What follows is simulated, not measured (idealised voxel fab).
Proc. module: voxel transistor to metal
The figure presents cross-section cut, which has a width of 195 nm and is divided into square cells with an edge length of 5 nm.
Cross-section spec: square-cell grid; bands listed top down; each band is one or more rows.
Each band's line starts with the height of the band's top and of its bottom, in nm. Then come its materials from left to right, each with its width in nm. One material with "all across" fills the band from edge to edge. "empty" is empty space.
Height datum 0, below which the as-received substrate wafer is one material. Lowest band open at the bottom, running downward: "0..down".
Top row gets the first number, bottom row gets the second, and each row in between changes by the same step: that is how a band width like "30 to 40" works.
When a step is marked "nothing was modified", none of the cells in the cross-section changed during that step.
Entry "Trapped voids" = empty spaces >= 8 cells with no open way to the top; each as width x height at distance, distance from left edge, all nm.
It should be noted that, on the line of a given step, the content following the step's settings is a remark produced by the simulator itself with respect to that step.
The optional step-line setting "overlay nm" applies to steps with a mask and quantifies how far to the right of its planned location the mask lay, a negative value indicating leftward placement.
-- Process steps (planned)
1,RECEIVE, material Si
2,CONFORMAL_DEP, material SiO2, thk nm 5
3,CONFORMAL_DEP, material SiN, thk nm 10
4,PATTERN, tone cover, mask id ACTIVE, material resist, width nm 125, thk nm 15, overlay nm 0
5,DIRECTIONAL_ETCH, etch materials SiN, depth nm 10
6,DIRECTIONAL_ETCH, etch materials SiO2, depth nm 5
7,DIRECTIONAL_ETCH, etch materials Si, depth nm 20
8,STRIP, etch materials resist
9,OXIDIZE, depth nm 5
10,FILL_DEP, material SiO2, thk nm 5
11,CMP, height nm 15
12,SELECTIVE_ETCH, etch materials SiO2, depth nm 10
13,STRIP, etch materials SiN
14,SELECTIVE_ETCH, etch materials SiO2, depth nm 5
15,OXIDIZE, depth nm 5
16,DIRECTIONAL_DEP, material polySi, thk nm 30
17,DIRECTIONAL_DEP, material SiCN, thk nm 15
18,PATTERN, tone cover, mask id GATE, material resist, width nm 35, thk nm 15, overlay nm 0
19,DIRECTIONAL_ETCH, etch materials SiCN, depth nm 25
20,DIRECTIONAL_ETCH, etch materials polySi, depth nm 40
21,STRIP, etch materials resist
22,CONFORMAL_DEP, material SiO2, thk nm 5
23,DIRECTIONAL_ETCH, etch materials SiO2, depth nm 5
24,CONFORMAL_DEP, material SiN, thk nm 5
25,DIRECTIONAL_ETCH, etch materials SiN, depth nm 5
26,DIRECTIONAL_ETCH, etch materials SiO2, depth nm 5
27,DIRECTIONAL_ETCH, etch materials Si, depth nm 15
28,EPI, material SiGe, thk nm 20
29,FILL_DEP, material SiO2, thk nm 5
30,CMP, height nm 30
31,STRIP, etch materials polySi
32,SELECTIVE_ETCH, etch materials SiO2, depth nm 5
33,CONFORMAL_DEP, material HfO2, thk nm 5
34,CONFORMAL_DEP, material TiN, thk nm 5
35,FILL_DEP, material W, thk nm 10
36,CMP, height nm 25
37,DIRECTIONAL_DEP, material SiO2, thk nm 10
38,DIRECTIONAL_DEP, material aC, thk nm 15
39,PATTERN, tone open, mask id CONTACT, material resist, width nm 15, pitch nm 90, thk nm 30, overlay nm 0
40,DIRECTIONAL_ETCH, etch materials aC, depth nm 15
41,STRIP, etch materials resist
42,DIRECTIONAL_ETCH, etch materials SiO2, depth nm 35
43,STRIP, etch materials aC
44,CONFORMAL_DEP, material TiN, thk nm 5
45,FILL_DEP, material Ru, thk nm 5
46,CMP, height nm 35
47,DIRECTIONAL_DEP, material TiN, thk nm 5
48,DIRECTIONAL_DEP, material W, thk nm 15
49,PATTERN, tone cover, mask id METAL_1, material resist, width nm 15, pitch nm 90, thk nm 15, overlay nm 0
50,DIRECTIONAL_ETCH, etch materials W, depth nm 15
51,DIRECTIONAL_ETCH, etch materials TiN, depth nm 5
52,STRIP, etch materials resist
53,FILL_DEP, material lowk, thk nm 10
54,CMP, height nm 55
55,CONFORMAL_DEP, material SiN, thk nm 5
-- As received (post step 1): cross-section
- 0..down  Si all across
- Trapped voids: none
-- The following cross-section depicts the wafer upon conclusion of the module. Processing commenced from the starting condition illustrated above and adhered to the plan illustrated above, save for one mistake in execution
- 60..55  SiN all across
- 55..40  lowk 45 nm  W 15 nm  lowk 75 nm  W 15 nm  lowk 45 nm
- 40..35  lowk 45 nm  TiN 15 nm  lowk 75 nm  TiN 15 nm  lowk 45 nm
- 35..30  SiO2 45 nm  TiN 5 nm  Ru 5 nm  TiN 5 nm  SiO2 75 nm  TiN 5 nm  Ru 5 nm  TiN 5 nm  SiO2 45 nm
- 30..25  SiO2 45 nm  TiN 15 nm  SiO2 75 nm  TiN 15 nm  SiO2 45 nm
- 25..15  W 75 nm  TiN 5 nm  HfO2 5 nm  SiN 5 nm  SiO2 15 nm  SiN 5 nm  HfO2 5 nm  TiN 5 nm  W 75 nm
- 15..5  W 75 nm  TiN 5 nm  HfO2 5 nm  SiN 5 nm  SiGe 15 nm  SiN 5 nm  HfO2 5 nm  TiN 5 nm  W 75 nm
- 5..0  TiN 80 nm  HfO2 5 nm  SiN 5 nm  SiGe 15 nm  SiN 5 nm  HfO2 5 nm  TiN 80 nm
- 0..-5  HfO2 85 nm  SiO2 5 nm  SiGe 15 nm  SiO2 5 nm  HfO2 85 nm
- -5..-20  SiO2 40 nm  Si 50 nm  SiGe 15 nm  Si 50 nm  SiO2 40 nm
- -20..-25  SiO2 40 nm  Si 115 nm  SiO2 40 nm
- -25..down  Si all across
- Trapped voids: none
Which mistake was made when the wafer was run? step 18 was run on a setting that differed from the plan, and what really ran there is PATTERN, tone open, mask id GATE, material resist, width nm 35, thk nm 15, overlay nm 0
